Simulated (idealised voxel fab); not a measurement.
process module | voxel wiring stack
cross-section cut | 290 nm wide | cells 5 nm
A cross-section is a grid of square cells, given in bands from the top down. A band is one or more rows of cells.
Each band's line starts with the height of the band's top and of its bottom, in nm. Then come its materials from left to right, each with its width in nm. One material with "throughout" fills the band from edge to edge. "air" is empty space.
Height 0 is the level under which the wafer as received is all one material. The lowest band goes on downwards, as in "0 down".
A width such as "30 to 40" changes by the same amount from each row of cells to the next, from the band's top row to its bottom row.
"no change" after a step means that no cell of the cross-section changed.
closed voids: empty space of 8 cells or more with no open way to the top, each as width x height at its distance from the left edge, in nm
after a step's settings: what the simulator itself notes on the step
overlay nm, on a step with a mask: how far to the right of its planned place the mask lay; to the left if negative
plan
1 op RECEIVE | material Si
2 op CONFORMAL_DEP | material SiO2 | thk nm 15
3 op DIRECTIONAL_DEP | material TiN | thk nm 5
4 op DIRECTIONAL_DEP | material Ru | thk nm 25
5 op PATTERN | tone cover | mask id METAL_1 | material resist | width nm 30 | pitch nm 50 | thk nm 20 | overlay nm 0
6 op DIRECTIONAL_ETCH | etch materials Ru | depth nm 25
7 op DIRECTIONAL_ETCH | etch materials TiN | depth nm 5
8 op STRIP | etch materials resist
9 op FILL_DEP | material lowk | thk nm 10
10 op CMP | height nm 45
11 op CONFORMAL_DEP | material SiCN | thk nm 5
12 op DIRECTIONAL_DEP | material lowk | thk nm 20
13 op MASKED_ETCH | tone open | mask id PLUG_1 | width nm 15 | pitch nm 50 | etch materials lowk | depth nm 20 | overlay nm 0
14 op MASKED_ETCH | tone open | mask id PLUG_1 | width nm 15 | pitch nm 50 | etch materials SiCN | depth nm 5 | overlay nm 0
15 op CONFORMAL_DEP | material TiN | thk nm 5
16 op FILL_DEP | material Cu | thk nm 5
17 op CMP | height nm 70
18 op DIRECTIONAL_DEP | material TiN | thk nm 5
19 op DIRECTIONAL_DEP | material Ru | thk nm 15
20 op DIRECTIONAL_DEP | material aC | thk nm 15
21 op PATTERN | tone cover | mask id METAL_2 | material resist | width nm 30 | pitch nm 50 | thk nm 30 | overlay nm 0
22 op DIRECTIONAL_ETCH | etch materials aC | depth nm 15
23 op STRIP | etch materials resist
24 op DIRECTIONAL_ETCH | etch materials Ru | depth nm 15
25 op DIRECTIONAL_ETCH | etch materials TiN | depth nm 5
26 op STRIP | etch materials aC
27 op CONFORMAL_DEP | material SiCN | thk nm 5
28 op FILL_DEP | material lowk | thk nm 10
29 op CMP | height nm 90
30 op CONFORMAL_DEP | material SiN | thk nm 5
as received, after step 1
  0 down: Si throughout
  closed voids: none
a wafer at the end: this start, this plan, one mistake
  95 to 90: SiN throughout
  90 to 75: lowk 100 | SiCN 5 | Ru 30 | SiCN 5 | lowk 10 | SiCN 5 | Ru 30 | SiCN 5 | lowk 100
  75 to 65: SiCN 105 | TiN 30 to 15 | SiCN 20 to 35 | TiN 30 to 15 | SiCN 105 to 120
  65 to 45: lowk throughout
  45 to 20: lowk 105 | Ru 30 | lowk 20 | Ru 30 | lowk 105
  20 to 15: lowk 105 | TiN 30 | lowk 20 | TiN 30 | lowk 105
  15 to 0: SiO2 throughout
  0 down: Si throughout
  closed voids: none
what went wrong: steps 11 and 12 were swapped
